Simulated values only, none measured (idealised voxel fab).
Process module, titled voxel transistor to metal
180 nm wide, 5 nm square cells: that's cross-section cut.
Bands, listed from the top down, are how a cross-section gets written in this document; the cross-section itself is a grid of square cells, and a band is one or more rows of them.
Heights first: top, then bottom, in nm. Then materials, left to right, each with a width in nm. "everywhere" on a single material: fills the band edge to edge. "air": empty space.
Height datum 0, below which the as-received substrate wafer is one material. Lowest band open at the bottom, running downward: "0..down".
Top row gets the first number, bottom row gets the second, and each row in between changes by the same step: that is how a band width like "30 to 40" works.
The designation "no change occurred", where it is given for a processing step, indicates that no cell of the cross-section was altered in the course of that step.
"Cavities, sealed" lists enclosed empty spaces (at least 8 cells, no open path upward to the top), each as width x height at distance from the left edge, in nm.
Read whatever lies past the settings on a step's line as the simulator's own remark about the step.
overlay nm: where the mask lay relative to plan, measured to the right, on steps with a mask; negatives go left.
## Set out below are the planned steps of the process
| 1 | RECEIVE (material Si) |
| 2 | OXIDIZE (depth nm 5) |
| 3 | CONFORMAL_DEP (material SiN; thk nm 15) |
| 4 | DIRECTIONAL_DEP (material aC; thk nm 15) |
| 5 | PATTERN (tone cover; mask id ACTIVE; material resist; width nm 95; thk nm 35; overlay nm 0) |
| 6 | DIRECTIONAL_ETCH (etch materials aC; depth nm 15) |
| 7 | STRIP (etch materials resist) |
| 8 | DIRECTIONAL_ETCH (etch materials SiN; depth nm 15) |
| 9 | DIRECTIONAL_ETCH (etch materials SiO2; depth nm 5) |
| 10 | DIRECTIONAL_ETCH (etch materials Si; depth nm 20) |
| 11 | STRIP (etch materials aC) |
| 12 | OXIDIZE (depth nm 5) |
| 13 | FILL_DEP (material SiO2; thk nm 15) |
| 14 | CMP (height nm 15) |
| 15 | SELECTIVE_ETCH (etch materials SiO2; depth nm 5) |
| 16 | STRIP (etch materials SiN) |
| 17 | SELECTIVE_ETCH (etch materials SiO2; depth nm 5) |
| 18 | OXIDIZE (depth nm 5) |
| 19 | DIRECTIONAL_DEP (material polySi; thk nm 20) |
| 20 | DIRECTIONAL_DEP (material SiCN; thk nm 15) |
| 21 | DIRECTIONAL_DEP (material aC; thk nm 10) |
| 22 | PATTERN (tone cover; mask id GATE; material resist; width nm 15; thk nm 30; overlay nm 0) |
| 23 | DIRECTIONAL_ETCH (etch materials aC; depth nm 10) |
| 24 | STRIP (etch materials resist) |
| 25 | DIRECTIONAL_ETCH (etch materials SiCN; depth nm 25) |
| 26 | DIRECTIONAL_ETCH (etch materials polySi; depth nm 30) |
| 27 | STRIP (etch materials aC) |
| 28 | CONFORMAL_DEP (material SiO2; thk nm 5) |
| 29 | DIRECTIONAL_ETCH (etch materials SiO2; depth nm 5) |
| 30 | CONFORMAL_DEP (material SiN; thk nm 5) |
| 31 | DIRECTIONAL_ETCH (etch materials SiN; depth nm 5) |
| 32 | DIRECTIONAL_ETCH (etch materials SiO2; depth nm 5) |
| 33 | DIRECTIONAL_ETCH (etch materials Si; depth nm 10) |
| 34 | EPI (material SiGe; thk nm 10) |
| 35 | FILL_DEP (material SiO2; thk nm 10) |
| 36 | CMP (height nm 30) |
| 37 | DIRECTIONAL_DEP (material SiO2; thk nm 10) |
| 38 | DIRECTIONAL_DEP (material aC; thk nm 10) |
| 39 | PATTERN (tone open; mask id CONTACT; material resist; width nm 30; pitch nm 55; thk nm 25; overlay nm 0) |
| 40 | DIRECTIONAL_ETCH (etch materials aC; depth nm 10) |
| 41 | STRIP (etch materials resist) |
| 42 | DIRECTIONAL_ETCH (etch materials SiO2; depth nm 50) |
| 43 | STRIP (etch materials aC) |
| 44 | CONFORMAL_DEP (material TiN; thk nm 5) |
| 45 | FILL_DEP (material Ru; thk nm 10) |
| 46 | CMP (height nm 40) |
| 47 | CONFORMAL_DEP (material SiN; thk nm 5) |
| 48 | DIRECTIONAL_DEP (material lowk; thk nm 20) |
| 49 | PATTERN (tone open; mask id METAL_1; material resist; width nm 15; pitch nm 70; thk nm 20; overlay nm 0) |
| 50 | DIRECTIONAL_ETCH (etch materials lowk; depth nm 20) |
| 51 | DIRECTIONAL_ETCH (etch materials SiN; depth nm 5) |
| 52 | STRIP (etch materials resist) |
| 53 | CONFORMAL_DEP (material TiN; thk nm 5) |
| 54 | FILL_DEP (material Ru; thk nm 5) |
| 55 | CMP (height nm 65) |
| 56 | EPI (material Ru; thk nm 5) |
| 57 | FILL_DEP (material SiCN; thk nm 5) |
| 58 | DIRECTIONAL_DEP (material lowk; thk nm 30) |
| 59 | DIRECTIONAL_DEP (material aC; thk nm 15) |
| 60 | PATTERN (tone open; mask id METAL_2; material resist; width nm 15; pitch nm 70; thk nm 35; overlay nm 0) |
| 61 | DIRECTIONAL_ETCH (etch materials aC; depth nm 15) |
| 62 | STRIP (etch materials resist) |
| 63 | DIRECTIONAL_ETCH (etch materials lowk; depth nm 15) |
| 64 | STRIP (etch materials aC) |
| 65 | DIRECTIONAL_DEP (material aC; thk nm 10) |
| 66 | PATTERN (tone open; mask id METAL_2_HOLES; material resist; width nm 15; pitch nm 70; thk nm 30; overlay nm 0) |
| 67 | DIRECTIONAL_ETCH (etch materials aC; depth nm 10) |
| 68 | STRIP (etch materials resist) |
| 69 | DIRECTIONAL_ETCH (etch materials lowk; depth nm 15) |
| 70 | DIRECTIONAL_ETCH (etch materials SiCN; depth nm 5) |
| 71 | STRIP (etch materials aC) |
| 72 | CONFORMAL_DEP (material TiN; thk nm 5) |
| 73 | FILL_DEP (material Cu; thk nm 5) |
| 74 | CMP (height nm 105) |
| 75 | CONFORMAL_DEP (material SiCN; thk nm 5) |
## Cross-section of the wafer upon arrival, representing the state reached after step 1
> 0..down: Si everywhere
> Cavities, sealed: none
## Here's the cross-section of the first of our two wafers at the end of the module - it ran as planned
> 110..105: SiCN everywhere
> 105..75: 45 of lowk; 5 of TiN; 5 of Cu; 5 of TiN; 55 of lowk; 5 of TiN; 5 of Cu; 5 of TiN; 50 of lowk
> 75..70: 45 of SiCN; 15 of TiN; 55 of SiCN; 15 of TiN; 50 of SiCN
> 70..65: 40 of SiCN; 25 of Ru; 45 of SiCN; 25 of Ru; 45 of SiCN
> 65..45: 45 of lowk; 5 of TiN; 5 of Ru; 5 of TiN; 55 of lowk; 5 of TiN; 5 of Ru; 5 of TiN; 50 of lowk
> 45..40: 45 of SiN; 15 of TiN; 55 of SiN; 15 of TiN; 50 of SiN
> 40..30: 45 of SiO2; 5 of TiN; 20 to 15 of Ru; 5 to 10 of TiN; 25 of SiO2; 5 to 10 of TiN; 20 to 15 of Ru; 5 of TiN; 50 of SiO2
> 30..15: 45 of SiO2; 5 of TiN; 15 of Ru; 5 of TiN; 5 of SiN; 5 of SiO2; 15 of SiCN; 5 of SiO2; 5 of SiN; 5 of TiN; 15 of Ru; 5 of TiN; 50 of SiO2
> 15..5: 45 of SiO2; 5 of TiN; 15 of Ru; 5 of TiN; 5 of SiN; 5 of SiO2; 15 of polySi; 5 of SiO2; 5 of SiN; 5 of TiN; 15 of Ru; 5 of TiN; 50 of SiO2
> 5..0: 40 of SiO2; 5 of SiN; 5 of TiN; 5 of Ru; 15 of TiN; 5 of SiN; 5 of SiO2; 15 of polySi; 5 of SiO2; 5 of SiN; 15 of TiN; 5 of Ru; 5 of TiN; 5 of SiN; 45 of SiO2
> 0..-5: 40 of SiO2; 5 of SiN; 5 of TiN; 5 of Ru; 5 of TiN; 10 of SiGe; 5 of SiN; 5 of SiO2; 15 of polySi; 5 of SiO2; 5 of SiN; 10 of SiGe; 5 of TiN; 5 of Ru; 5 of TiN; 5 of SiN; 45 of SiO2
> -5..-10: 45 of SiO2; 15 of TiN; 10 of SiGe; 35 of SiO2; 10 of SiGe; 15 of TiN; 50 of SiO2
> -10..-20: 45 of SiO2; 25 of SiGe; 35 of Si; 25 of SiGe; 50 of SiO2
> -20..-30: 45 of SiO2; 85 of Si; 50 of SiO2
> -30..down: Si everywhere
> Cavities, sealed: none
## Cross-section, wafer two of two, end of module: same start and plan as wafer one, one error in execution
> 110..105: SiCN everywhere
> 105..75: 45 of lowk; 5 of TiN; 5 of Cu; 5 of TiN; 55 of lowk; 5 of TiN; 5 of Cu; 5 of TiN; 50 of lowk
> 75..70: 45 of SiCN; 15 of TiN; 55 of SiCN; 15 of TiN; 50 of SiCN
> 70..65: 40 of SiCN; 25 of Ru; 45 of SiCN; 25 of Ru; 45 of SiCN
> 65..45: 45 of lowk; 5 of TiN; 5 of Ru; 5 of TiN; 55 of lowk; 5 of TiN; 5 of Ru; 5 of TiN; 50 of lowk
> 45..40: 45 of SiN; 15 of TiN; 55 of SiN; 15 of TiN; 50 of SiN
> 40..30: 45 of SiO2; 5 of TiN; 20 to 15 of Ru; 5 to 10 of TiN; 25 of SiO2; 5 to 10 of TiN; 20 to 15 of Ru; 5 of TiN; 50 of SiO2
> 30..15: 45 of SiO2; 5 of TiN; 15 of Ru; 5 of TiN; 10 of SiN; 15 of SiCN; 10 of SiN; 5 of TiN; 15 of Ru; 5 of TiN; 50 of SiO2
> 15..10: 45 of SiO2; 5 of TiN; 15 of Ru; 5 of TiN; 10 of SiN; 15 of polySi; 10 of SiN; 5 of TiN; 15 of Ru; 5 of TiN; 50 of SiO2
> 10..5: 45 of SiN; 5 of TiN; 15 of Ru; 5 of TiN; 10 of SiN; 15 of polySi; 10 of SiN; 5 of TiN; 15 of Ru; 5 of TiN; 50 of SiN
> 5..0: 35 of SiO2; 10 of SiN; 25 of TiN; 10 of SiN; 15 of polySi; 10 of SiN; 25 of TiN; 10 of SiN; 40 of SiO2
> 0..-5: 35 of SiO2; 45 of SiN; 15 of polySi; 45 of SiN; 40 of SiO2
> -5..-10: SiO2 everywhere
> -10..-30: 45 of SiO2; 85 of Si; 50 of SiO2
> -30..down: Si everywhere
> Cavities, sealed: none
Want to know what went wrong? note that step 28 departed from the planned setting and was carried out as CONFORMAL_DEP (material SiN; thk nm 5)
At the finish, the second wafer shows more or fewer cells for some materials than the first does: Ru: 4 fewer, Si: 20 more, SiGe: 28 fewer, SiN: 47 more, SiO2: 27 fewer, TiN: 8 fewer
